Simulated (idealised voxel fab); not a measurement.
process module | voxel lift off
cross-section cut | 140 nm wide | cells 5 nm
A cross-section is a grid of square cells, given in bands from the top down. A band is one or more rows of cells.
Each band's line starts with the height of the band's top and of its bottom, in nm. Then come its materials from left to right, each with its width in nm. One material with "throughout" fills the band from edge to edge. "air" is empty space.
Height 0 is the level under which the wafer as received is all one material. The lowest band goes on downwards, as in "0 down".
A width such as "30 to 40" changes by the same amount from each row of cells to the next, from the band's top row to its bottom row.
"no change" after a step means that no cell of the cross-section changed.
closed voids: empty space of 8 cells or more with no open way to the top, each as width x height at its distance from the left edge, in nm
after a step's settings: what the simulator itself notes on the step
overlay nm, on a step with a mask: how far to the right of its planned place the mask lay; to the left if negative
plan
1 op RECEIVE | material Si
2 op CONFORMAL_DEP | material Al2O3 | thk nm 5
3 op PATTERN | tone open | mask id LINES | material resist | width nm 20 | pitch nm 45 | thk nm 20 | overlay nm 0
4 op DIRECTIONAL_DEP | material Ru | thk nm 5
5 op STRIP | etch materials resist
6 op CONFORMAL_DEP | material SiCN | thk nm 5
as received, after step 1
  0 down: Si throughout
  closed voids: none
first wafer at the end, as planned
  15 to 10: air 10 | SiCN 30 | air 15 | SiCN 30 | air 15 | SiCN 30 | air 10
  10 to 5: SiCN 15 | Ru 20 | SiCN 25 | Ru 20 | SiCN 25 | Ru 20 | SiCN 15
  5 to 0: Al2O3 throughout
  0 down: Si throughout
  closed voids: none
second wafer at the end: like start, like plan, one mistake
  25 to 20: air 10 | SiCN 30 | air 15 | SiCN 30 | air 15 | SiCN 30 | air 10
  20 to 10: air 10 | SiCN 5 | Ru 20 | SiCN 5 | air 15 | SiCN 5 | Ru 20 | SiCN 5 | air 15 | SiCN 5 | Ru 20 | SiCN 5 | air 10
  10 to 5: SiCN 15 | Ru 20 | SiCN 25 | Ru 20 | SiCN 25 | Ru 20 | SiCN 15
  5 to 0: Al2O3 throughout
  0 down: Si throughout
  closed voids: none
what went wrong: step 4 ran as: op DIRECTIONAL_DEP | material Ru | thk nm 15
at the end the second wafer has, in cells: 24 more of Ru | 12 more of SiCN
